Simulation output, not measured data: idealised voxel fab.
process module | voxel released beams
cross-section cut | 170 nm wide | cells 5 nm
A cross-section is a grid of square cells, given in bands from the top down. A band is one or more rows of cells.
Each band's line starts with the height of the band's top and of its bottom, in nm. Then come its materials from left to right, each with its width in nm. One material with "throughout" fills the band from edge to edge. "air" is empty space.
Height 0 is the level under which the wafer as received is all one material. The lowest band goes on downwards, as in "0 down".
A width such as "30 to 40" changes by the same amount from each row of cells to the next, from the band's top row to its bottom row.
"no change" after a step means that no cell of the cross-section changed.
closed voids: empty space of 8 cells or more with no open way to the top, each as width x height at its distance from the left edge, in nm
after a step's settings: what the simulator itself notes on the step
overlay nm, on a step with a mask: how far to the right of its planned place the mask lay; to the left if negative
plan
1 op RECEIVE | material Si
2 op CONFORMAL_DEP | material Al2O3 | thk nm 10
3 op DIRECTIONAL_DEP | material SiO2 | thk nm 20
4 op PATTERN | tone open | mask id ANCHOR | material resist | width nm 30 | thk nm 20 | overlay nm 0
5 op DIRECTIONAL_ETCH | etch materials SiO2 | depth nm 20
6 op STRIP | etch materials resist
7 op CONFORMAL_DEP | material W | thk nm 10
8 op PATTERN | tone cover | mask id BEAM | material resist | width nm 75 | thk nm 15 | overlay nm 0
9 op DIRECTIONAL_ETCH | etch materials W | depth nm 10
10 op STRIP | etch materials resist
11 op STRIP | etch materials SiO2
first wafer, as planned
as received, after step 1
  0 down: Si throughout
  closed voids: none
after step 2
  10 to 0: Al2O3 throughout
  below 0: unchanged
after step 3
  30 to 10: SiO2 throughout
  below 10: unchanged
after step 4
  50 to 30: resist 50 | air 30 | resist 90
  below 30: unchanged
after step 5
  50 to 30: resist 50 | air 30 | resist 90
  30 to 10: SiO2 50 | air 30 | SiO2 90
  below 10: unchanged
after step 6
  30 to 10: SiO2 50 | air 30 | SiO2 90
  below 10: unchanged
after step 7
  40 to 30: W 60 | air 10 | W 100
  30 to 20: SiO2 50 | W 10 | air 10 | W 10 | SiO2 90
  20 to 10: SiO2 50 | W 30 | SiO2 90
  below 10: unchanged
after step 8
  55 to 40: air 45 | resist 75 | air 50
  40 to 30: W 60 | resist 10 | W 100
  30 to 20: SiO2 50 | W 10 | resist 10 | W 10 | SiO2 90
  below 20: unchanged
after step 9
  55 to 40: air 45 | resist 75 | air 50
  40 to 30: air 45 | W 15 | resist 10 | W 50 | air 50
  below 30: unchanged
after step 10
  40 to 30: air 45 | W 15 | air 10 | W 50 | air 50
  30 to 20: SiO2 50 | W 10 | air 10 | W 10 | SiO2 90
  below 20: unchanged
after step 11
  40 to 30: air 45 | W 15 | air 10 | W 50 | air 50
  30 to 20: air 50 | W 10 | air 10 | W 10 | air 90
  20 to 10: air 50 | W 30 | air 90
  below 10: unchanged
second wafer: like start, like plan, one mistake. Through step 8 it matches the first wafer
when step 9 should have ended
  55 to 40: air 45 | resist 75 | air 50
  40 to 30: air 45 | W 15 | resist 10 | W 50 | air 50
  below 30: unchanged
when step 10 should have ended
  40 to 30: air 45 | W 15 | air 10 | W 50 | air 50
  30 to 20: SiO2 50 | W 10 | air 10 | W 10 | SiO2 90
  below 20: unchanged
when step 11 should have ended
  40 to 30: air 45 | W 15 | air 10 | W 50 | air 50
  30 to 20: air 50 | W 10 | air 10 | W 10 | air 90
  20 to 10: air 50 | W 30 | air 90
  below 10: unchanged
what went wrong: step 9 was run twice
at the end the two cross-sections are the same: no effect in what this model computes
